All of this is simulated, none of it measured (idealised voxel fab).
process module | voxel ribs on slabs
cross-section cut | 240 nm wide | cells 5 nm
A cross-section is a grid of square cells, given in bands from the top down. A band is one or more rows of cells.
Each band's line starts with the height of the band's top and of its bottom, in nm. Then come its materials from left to right, each with its width in nm. One material with "throughout" fills the band from edge to edge. "air" is empty space.
Height 0 is the level under which the wafer as received is all one material. The lowest band goes on downwards, as in "0 down".
A width such as "30 to 40" changes by the same amount from each row of cells to the next, from the band's top row to its bottom row.
"no change" after a step means that no cell of the cross-section changed.
closed voids: empty space of 8 cells or more with no open way to the top, each as width x height at its distance from the left edge, in nm
after a step's settings: what the simulator itself notes on the step
overlay nm, on a step with a mask: how far to the right of its planned place the mask lay; to the left if negative
plan
1 op RECEIVE | material Si
2 op DIRECTIONAL_DEP | material SiO2 | thk nm 30
3 op DIRECTIONAL_DEP | material SiN | thk nm 20
4 op MASKED_ETCH | tone cover | mask id RIB | width nm 25 | etch materials SiN | depth nm 5 | overlay nm 0
5 op PATTERN | tone cover | mask id SLAB | material resist | width nm 65 | thk nm 20 | overlay nm 0
6 op DIRECTIONAL_ETCH | etch materials SiN | depth nm 15
7 op STRIP | etch materials resist
8 op FILL_DEP | material SiO2 | thk nm 15
9 op CMP | height nm 60
10 op DIRECTIONAL_DEP | material TiN | thk nm 5
11 op DIRECTIONAL_DEP | material aC | thk nm 10
12 op PATTERN | tone cover | mask id HEATER | material resist | width nm 35 | thk nm 25 | overlay nm 0
13 op DIRECTIONAL_ETCH | etch materials aC | depth nm 10
14 op STRIP | etch materials resist
15 op DIRECTIONAL_ETCH | etch materials TiN | depth nm 5
16 op STRIP | etch materials aC
17 op CONFORMAL_DEP | material SiO2 | thk nm 10
as received, after step 1
  0 down: Si throughout
  closed voids: none
first wafer at the end, as planned
  75 to 70: air 90 | SiO2 55 | air 95
  70 to 65: SiO2 throughout
  65 to 60: SiO2 100 | TiN 35 | SiO2 105
  60 to 50: SiO2 throughout
  50 to 45: SiO2 105 | SiN 25 | SiO2 110
  45 to 30: SiO2 85 | SiN 65 | SiO2 90
  30 to 0: SiO2 throughout
  0 down: Si throughout
  closed voids: none
second wafer at the end: like start, like plan, one mistake
  75 to 70: air 90 | SiO2 55 | air 95
  70 to 65: SiO2 throughout
  65 to 60: SiO2 100 | TiN 35 | SiO2 105
  60 to 50: SiO2 throughout
  50 to 45: SiO2 85 | SiN 20 | SiO2 25 | SiN 20 | SiO2 90
  45 to 35: SiO2 85 | SiN 65 | SiO2 90
  35 to 30: SiN throughout
  30 to 0: SiO2 throughout
  0 down: Si throughout
  closed voids: none
what went wrong: step 4 ran as: op MASKED_ETCH | tone open | mask id RIB | width nm 25 | etch materials SiN | depth nm 5 | overlay nm 0
at the end the second wafer has, in cells: 38 more of SiN | 38 fewer of SiO2
